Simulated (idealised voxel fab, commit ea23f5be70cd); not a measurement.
The document below concerns the process module designated voxel self aligned contacts.
FYI the section here is cut, 300 nm wide, cells are 5 nm squares.
Cross-section layout: square cells on a grid; listed as bands, top to bottom; a band spans one or more cell rows. What a band's entry tells you: where the top is and where the bottom is, as heights in nm, and after that what lies inside, material by material from left to right, each with its width in nm. Empty space is written as the word "empty", and a single material marked with the word "throughout" occupies the band from edge to edge. Height reference: 0 = level under which incoming wafer is all one material. Lowest band: no bottom, runs on downward, e.g. "0 -> down". Width spec "30..40" -> top row of cells at first value, bottom row at second value, equal per-row change in between. Basically "no change" means that step didn't change any cell in the cross-section. The list in "Voids, enclosed" covers empty spaces of 8 cells or more that cannot reach the top through any open way, and it gives each as width x height at distance; the distance is from the left edge, and width, height and distance are in nm. Step line, after settings: the simulator's comment on this step. A step's line can hold "overlay nm"; with a mask on that step, the setting says how far right of the planned place the mask lay, while a negative setting says it lay to the left.
## Intended process steps
- 1: RECEIVE with material Si
- 2: OXIDIZE with depth nm 5
- 3: DIRECTIONAL_DEP with material polySi, thk nm 30
- 4: DIRECTIONAL_DEP with material SiN, thk nm 20
- 5: PATTERN with tone cover, mask id GATE, material resist, width nm 25, pitch nm 60, thk nm 20, overlay nm 0
- 6: DIRECTIONAL_ETCH with etch materials SiN, depth nm 20
- 7: DIRECTIONAL_ETCH with etch materials polySi, depth nm 30
- 8: STRIP with etch materials resist
- 9: CONFORMAL_DEP with material SiN, thk nm 10
- 10: DIRECTIONAL_ETCH with etch materials SiN, depth nm 10
- 11: FILL_DEP with material SiO2, thk nm 15
- 12: CMP with height nm 55
- 13: DIRECTIONAL_DEP with material aC, thk nm 15
- 14: PATTERN with tone open, mask id CONTACT, material resist, width nm 35, pitch nm 60, thk nm 30, overlay nm 0
- 15: DIRECTIONAL_ETCH with etch materials aC, depth nm 15
- 16: STRIP with etch materials resist
- 17: DIRECTIONAL_ETCH with etch materials SiO2, depth nm 60
- 18: STRIP with etch materials aC
- 19: CONFORMAL_DEP with material TiN, thk nm 5
- 20: FILL_DEP with material W, thk nm 5
- 21: CMP with height nm 55
- 22: CONFORMAL_DEP with material SiCN, thk nm 5
varied across the wafers: width nm of step 14. The plan shows the first wafer's value. All wafers start alike
## So this is the first of several wafers, cross-sectioned as it came to us, meaning it's at the end of step 1
* 0 -> down: Si throughout
* Voids, enclosed: none
## wafer rows; end of module; cells per material since receipt: (+) gained, (-) lost; then closed voids
width nm 35, -60 Si, +60 SiCN, +180 SiN, +370 SiO2, +58 TiN, +22 W, +90 polySi, Voids, enclosed: none
width nm 40, -60 Si, +60 SiCN, +180 SiN, +368 SiO2, +60 TiN, +22 W, +90 polySi, Voids, enclosed: none
width nm 45, -60 Si, +60 SiCN, +180 SiN, +366 SiO2, +62 TiN, +22 W, +90 polySi, Voids, enclosed: none
